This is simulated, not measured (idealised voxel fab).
Process module in this document: voxel tone inversion
Displayed cross-section: cut, width of 170 nm, square cells sized 5 nm.
A cross-section is written here as square cells arranged in a grid, and it is given in bands from the top down, each band taking up one or more rows of cells.
Per band: top height and bottom height in nm, followed by the left-to-right materials and their widths in nm; "throughout" marks a single material spanning edge to edge, "air" marks empty space.
Height reference: 0 = level under which incoming wafer is all one material. Lowest band: no bottom, runs on downward, e.g. "z 0 and below".
The width entry "30 to 40" should be interpreted row by row: the top row of cells in the band takes the first number, the bottom row takes the second number, and the change between adjacent rows is uniform throughout.
Given "stayed the same" for a step, no cell of the cross-section differs between before and after that step.
For the entry "closed voids", the listed items are empty spaces with no open way to the top whose size is 8 cells or more; each item follows the pattern width x height at distance, where distance is from the left edge and all three are in nm.
It should be noted that, on the line of a given step, the content following the step's settings is a remark produced by the simulator itself with respect to that step.
You can add "overlay nm" to a step's line. For a step with a mask, it describes how far the mask lay to the right of its planned position, and a negative number describes a lay to the left.
### This section lists the process steps that were planned
1) RECEIVE,material Si
2) CONFORMAL_DEP,material SiN,thk nm 5
3) DIRECTIONAL_DEP,material aC,thk nm 15
4) PATTERN,tone cover,mask id POSTS,material resist,width nm 20,pitch nm 40,thk nm 20,overlay nm 0
5) DIRECTIONAL_ETCH,etch materials aC,depth nm 15
6) STRIP,etch materials resist
7) FILL_DEP,material SiO2,thk nm 5
8) CMP,height nm 20
9) STRIP,etch materials aC
### Cross-section of the incoming wafer, state after step 1
z 0 and below  Si throughout
closed voids: none
### First wafer of two, sectioned at end of module; run went per plan
z 20 to 5  SiO2 (15) | air (20) | SiO2 (20) | air (20) | SiO2 (20) | air (20) | SiO2 (20) | air (20) | SiO2 (15)
z 5 to 0  SiN throughout
z 0 and below  Si throughout
closed voids: none
### Second wafer through the module, sectioned at the end: same beginning and same plan as the first wafer, with one mistake in carrying it out
z 15 to 5  SiO2 (15) | air (20) | SiO2 (20) | air (20) | SiO2 (20) | air (20) | SiO2 (20) | air (20) | SiO2 (15)
z 5 to 0  SiN throughout
z 0 and below  Si throughout
closed voids: none
What was the processing mistake? for step 8, the planned setting was not used; the step was instead run as CMP,height nm 15
Once processing is complete, comparing cell counts shows that the second wafer has more or fewer of certain materials than the first: SiO2 -18
